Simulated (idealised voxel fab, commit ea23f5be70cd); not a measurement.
The following is a process module called voxel released beams.
Square cell edge 5 nm, section width 155 nm, ID cut.
Format of a cross-section: grid, square cells. Given as bands. Order: top down. Band: one or more rows of cells. A band entry consists of two parts. The first gives the height of the band's top and the height of its bottom, in nm. The rest lists the band's materials from left to right, each with its width in nm. A single material labelled with the word "all across" fills the band from edge to edge, and the word "blank" marks empty space. Counting heights begins at 0, where everything beneath is, in the wafer as received, one material. The lowest band has no bottom; it goes on downwards, as "0 and below" shows. Per-row width for "30 to 40": begins at first number (top row of band), ends at second number (bottom row), increment between rows held constant. "no change" -> step changed no cross-section cell. "Enclosed void entries": sealed empty spaces, 8 cells or more, no open way to top, listed width x height at distance, with distance from the left edge and width, height and distance in nm. Past the settings on a step's line: simulator remark, on that step. What "overlay nm" on a step's line means: if the step has a mask, that mask lay this far to the right of its planned place, or, when the value is negative, to the left.

Planned step list for the process
1 RECEIVE with material Si
2 CONFORMAL_DEP with material Al2O3, thk nm 10
3 DIRECTIONAL_DEP with material SiO2, thk nm 10
4 DIRECTIONAL_DEP with material aC, thk nm 15
5 PATTERN with tone open, mask id ANCHOR, material resist, width nm 40, thk nm 35, overlay nm 0
6 DIRECTIONAL_ETCH with etch materials aC, depth nm 15
7 STRIP with etch materials resist
8 DIRECTIONAL_ETCH with etch materials SiO2, depth nm 10
9 STRIP with etch materials aC
10 CONFORMAL_DEP with material SiN, thk nm 15
11 MASKED_ETCH with tone cover, mask id BEAM, width nm 90, etch materials SiN, depth nm 5, overlay nm 0
12 STRIP with etch materials SiO2
The wafers are alike at the start. At step 11, their depth nm differs. The plan lists the first wafer's value.

Received wafers, first of several: cross-section after step 1
  0 and below  Si all across
  Enclosed void entries: none

Wafer rows; end of module; cells per material since receipt: (+) gained, (-) lost; then closed voids
depth nm 5 | +62 Al2O3 | +92 SiN | +46 SiO2 | Enclosed void entries: none
depth nm 10 | +62 Al2O3 | +79 SiN | +46 SiO2 | Enclosed void entries: none
depth nm 15 | +62 Al2O3 | +66 SiN | Enclosed void entries: none
depth nm 20 | +62 Al2O3 | +66 SiN | Enclosed void entries: none
depth nm 25 | +62 Al2O3 | +66 SiN | Enclosed void entries: none
depth nm 30 | +62 Al2O3 | +66 SiN | Enclosed void entries: none
